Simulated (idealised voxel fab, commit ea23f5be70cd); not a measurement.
process module | voxel air gaps
cross-section cut | 285 nm wide | cells 5 nm
A cross-section is a grid of square cells, given in bands from the top down. A band is one or more rows of cells.
Each band's line starts with the height of the band's top and of its bottom, in nm. Then come its materials from left to right, each with its width in nm. One material with "throughout" fills the band from edge to edge. "air" is empty space.
Height 0 is the level under which the wafer as received is all one material. The lowest band goes on downwards, as in "0 down".
A width such as "30 to 40" changes by the same amount from each row of cells to the next, from the band's top row to its bottom row.
"no change" after a step means that no cell of the cross-section changed.
closed voids: empty space of 8 cells or more with no open way to the top, each as width x height at its distance from the left edge, in nm
after a step's settings: what the simulator itself notes on the step
overlay nm, on a step with a mask: how far to the right of its planned place the mask lay; to the left if negative
plan
1 op RECEIVE | material Si
2 op CONFORMAL_DEP | material SiO2 | thk nm 15
3 op CONFORMAL_DEP | material SiN | thk nm 5
4 op DIRECTIONAL_DEP | material lowk | thk nm 30
5 op MASKED_ETCH | tone open | mask id LINES | width nm 20 | pitch nm 50 | etch materials lowk | depth nm 30 | overlay nm 0
6 op CONFORMAL_DEP | material TiN | thk nm 5
7 op FILL_DEP | material Cu | thk nm 10
8 op CMP | height nm 50
9 op EPI | material Ru | thk nm 10
10 op SELECTIVE_ETCH | etch materials lowk | depth nm 40
11 op CONFORMAL_DEP | material SiCN | thk nm 5
first wafer, as planned
as received, after step 1
  0 down: Si throughout
  closed voids: none
after step 2
  15 to 0: SiO2 throughout
  below 0: unchanged
after step 3
  20 to 15: SiN throughout
  below 15: unchanged
after step 4
  50 to 20: lowk throughout
  below 20: unchanged
after step 5
  50 to 20: lowk 55 | air 20 | lowk 30 | air 20 | lowk 30 | air 20 | lowk 30 | air 20 | lowk 60
  below 20: unchanged
after step 6
  55 to 50: TiN 60 | air 10 | TiN 40 | air 10 | TiN 40 | air 10 | TiN 40 | air 10 | TiN 65
  50 to 25: lowk 55 | TiN 5 | air 10 | TiN 5 | lowk 30 | TiN 5 | air 10 | TiN 5 | lowk 30 | TiN 5 | air 10 | TiN 5 | lowk 30 | TiN 5 | air 10 | TiN 5 | lowk 60
  25 to 20: lowk 55 | TiN 20 | lowk 30 | TiN 20 | lowk 30 | TiN 20 | lowk 30 | TiN 20 | lowk 60
  below 20: unchanged
after step 7
  65 to 55: Cu throughout
  55 to 50: TiN 60 | Cu 10 | TiN 40 | Cu 10 | TiN 40 | Cu 10 | TiN 40 | Cu 10 | TiN 65
  50 to 25: lowk 55 | TiN 5 | Cu 10 | TiN 5 | lowk 30 | TiN 5 | Cu 10 | TiN 5 | lowk 30 | TiN 5 | Cu 10 | TiN 5 | lowk 30 | TiN 5 | Cu 10 | TiN 5 | lowk 60
  below 25: unchanged
after step 8
  50 to 25: lowk 55 | TiN 5 | Cu 10 | TiN 5 | lowk 30 | TiN 5 | Cu 10 | TiN 5 | lowk 30 | TiN 5 | Cu 10 | TiN 5 | lowk 30 | TiN 5 | Cu 10 | TiN 5 | lowk 60
  below 25: unchanged
after step 9
  60 to 50: air 45 | Ru 40 | air 10 | Ru 40 | air 10 | Ru 40 | air 10 | Ru 40 | air 50
  below 50: unchanged
after step 10
  60 to 50: air 45 | Ru 40 | air 10 | Ru 40 | air 10 | Ru 40 | air 10 | Ru 40 | air 50
  50 to 25: air 55 | TiN 5 | Cu 10 | TiN 5 | air 30 | TiN 5 | Cu 10 | TiN 5 | air 30 | TiN 5 | Cu 10 | TiN 5 | air 30 | TiN 5 | Cu 10 | TiN 5 | air 60
  25 to 20: air 55 | TiN 20 | air 30 | TiN 20 | air 30 | TiN 20 | air 30 | TiN 20 | air 60
  below 20: unchanged
after step 11
  65 to 60: air 40 | SiCN 200 | air 45
  60 to 50: air 40 | SiCN 5 | Ru 40 | SiCN 10 | Ru 40 | SiCN 10 | Ru 40 | SiCN 10 | Ru 40 | SiCN 5 | air 45
  50 to 45: air 40 | SiCN 15 | TiN 5 | Cu 10 | TiN 5 | SiCN 30 | TiN 5 | Cu 10 | TiN 5 | SiCN 30 | TiN 5 | Cu 10 | TiN 5 | SiCN 30 | TiN 5 | Cu 10 | TiN 5 | SiCN 15 | air 45
  45 to 25: air 50 | SiCN 5 | TiN 5 | Cu 10 | TiN 5 | SiCN 5 | air 20 | SiCN 5 | TiN 5 | Cu 10 | TiN 5 | SiCN 5 | air 20 | SiCN 5 | TiN 5 | Cu 10 | TiN 5 | SiCN 5 | air 20 | SiCN 5 | TiN 5 | Cu 10 | TiN 5 | SiCN 5 | air 55
  25 to 20: SiCN 55 | TiN 20 | SiCN 30 | TiN 20 | SiCN 30 | TiN 20 | SiCN 30 | TiN 20 | SiCN 60
  below 20: unchanged
  closed voids: 20 x 20 at 80; 20 x 20 at 130; 20 x 20 at 180
second wafer: like start, like plan, one mistake. Through step 7 it matches the first wafer
when step 8 should have ended: no change
when step 9 should have ended
  75 to 65: Ru throughout
  below 65: unchanged
when step 10 should have ended: no change
when step 11 should have ended
  80 to 75: SiCN throughout
  below 75: unchanged
what went wrong: step 8 was left out
at the end the second wafer has, in cells: 122 more of Cu | 50 more of Ru | 96 fewer of SiCN | 49 more of TiN | 246 more of lowk
closed voids at the end (first wafer, second wafer): 3, 0
